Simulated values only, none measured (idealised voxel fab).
The name of this process module is voxel self aligned vias.
We display cut, a cross-section 290 nm in width whose square cells are each 5 nm.
Reading order for cross-sections: top band down to bottom band. Underlying form: a grid of square cells. Band size: one or more rows of cells.
The entry gives the band's vertical extent as a top height and a bottom height in nm, then its horizontal make-up as materials from left to right, each with a width in nm. "empty" stands for empty space; a single material marked "all across" fills the band edge to edge.
A quick word on heights: they are counted from 0, and under that level the wafer as it came to us is one material throughout. The lowest band is different from the rest in having no bottom; it simply continues downward, written as in "z 0 and below".
The notation "30..40" denotes a width that varies across the rows of cells in the band, beginning at the first number in the top row, finishing at the second number in the bottom row, and changing by an identical amount from each row to the next.
Where a step carries "same as before", the cross-section came out of it unchanged, cell for cell.
This entry, "Fully enclosed voids", enumerates those empty regions of no fewer than 8 cells that possess no open connection to the top. Each region is reported in the form width x height at distance, the distance being taken from the left edge, with all three quantities expressed in nm.
Read whatever lies past the settings on a step's line as the simulator's own remark about the step.
A step's line can hold "overlay nm"; with a mask on that step, the setting says how far right of the planned place the mask lay, while a negative setting says it lay to the left.
### Listed below are the process steps as planned
step 1: RECEIVE, material Si
step 2: CONFORMAL_DEP, material SiO2, thk nm 15
step 3: CONFORMAL_DEP, material SiCN, thk nm 5
step 4: DIRECTIONAL_DEP, material SiO2, thk nm 30
step 5: PATTERN, tone open, mask id LINES, material resist, width nm 30, pitch nm 60, thk nm 20, overlay nm 0
step 6: DIRECTIONAL_ETCH, etch materials SiO2, depth nm 30
step 7: STRIP, etch materials resist
step 8: CONFORMAL_DEP, material TiN, thk nm 5
step 9: FILL_DEP, material Ru, thk nm 5
step 10: CMP, height nm 50
step 11: SELECTIVE_ETCH, etch materials W Ru TiN, depth nm 10
step 12: FILL_DEP, material SiN, thk nm 10
step 13: CMP, height nm 50
step 14: DIRECTIONAL_DEP, material SiO2, thk nm 20
step 15: PATTERN, tone open, mask id VIAS, material resist, width nm 40, pitch nm 60, thk nm 20, overlay nm 0
step 16: DIRECTIONAL_ETCH, etch materials SiO2, depth nm 20
step 17: DIRECTIONAL_ETCH, etch materials SiN, depth nm 10
step 18: STRIP, etch materials resist
step 19: CONFORMAL_DEP, material TiN, thk nm 5
step 20: FILL_DEP, material Ru, thk nm 5
step 21: CMP, height nm 70
step 22: CONFORMAL_DEP, material SiN, thk nm 5
### Cross-section of the wafer at receipt, which is the condition after step 1
- z 0 and below | Si all across
- Fully enclosed voids: none
### The first of two wafers, cross-sectioned at the end of the module, with the run proceeding as planned
- z 75 to 70 | SiN all across
- z 70 to 55 | 95 SiO2, then 5 TiN, then 30 Ru, then 5 TiN, then 20 SiO2, then 5 TiN, then 30 Ru, then 5 TiN, then 95 SiO2
- z 55 to 45 | 95..100 SiO2, then 10..5 TiN, then 20 Ru, then 10..5 TiN, then 20..30 SiO2, then 10..5 TiN, then 20 Ru, then 10..5 TiN, then 95..100 SiO2
- z 45 to 40 | 100 SiO2, then 30 TiN, then 30 SiO2, then 30 TiN, then 100 SiO2
- z 40 to 25 | 100 SiO2, then 5 TiN, then 20 Ru, then 5 TiN, then 30 SiO2, then 5 TiN, then 20 Ru, then 5 TiN, then 100 SiO2
- z 25 to 20 | 100 SiO2, then 30 TiN, then 30 SiO2, then 30 TiN, then 100 SiO2
- z 20 to 15 | SiCN all across
- z 15 to 0 | SiO2 all across
- z 0 and below | Si all across
- Fully enclosed voids: none
### Same start, same plan as the first wafer - but one mistake in the run. Cross-section of the second of the two at the end of the module
- z 75 to 70 | SiN all across
- z 70 to 55 | 95 SiO2, then 5 TiN, then 30 Ru, then 5 TiN, then 20 SiO2, then 5 TiN, then 30 Ru, then 5 TiN, then 95 SiO2
- z 55 to 45 | 95..100 SiO2, then 10..5 TiN, then 20 Ru, then 10..5 TiN, then 20..30 SiO2, then 10..5 TiN, then 20 Ru, then 10..5 TiN, then 95..100 SiO2
- z 45 to 40 | 100 SiO2, then 30 TiN, then 30 SiO2, then 30 TiN, then 100 SiO2
- z 40 to 25 | 100 SiO2, then 5 TiN, then 20 Ru, then 5 TiN, then 30 SiO2, then 5 TiN, then 20 Ru, then 5 TiN, then 100 SiO2
- z 25 to 20 | 100 SiO2, then 30 TiN, then 30 SiO2, then 30 TiN, then 100 SiO2
- z 20 to 5 | SiO2 all across
- z 5 to 0 | SiCN all across
- z 0 and below | Si all across
- Fully enclosed voids: none
Deviation from plan: steps 2 and 3 were swapped
So at the finish, the second wafer's got exactly as many cells of each material as the first, just not in the same spots.
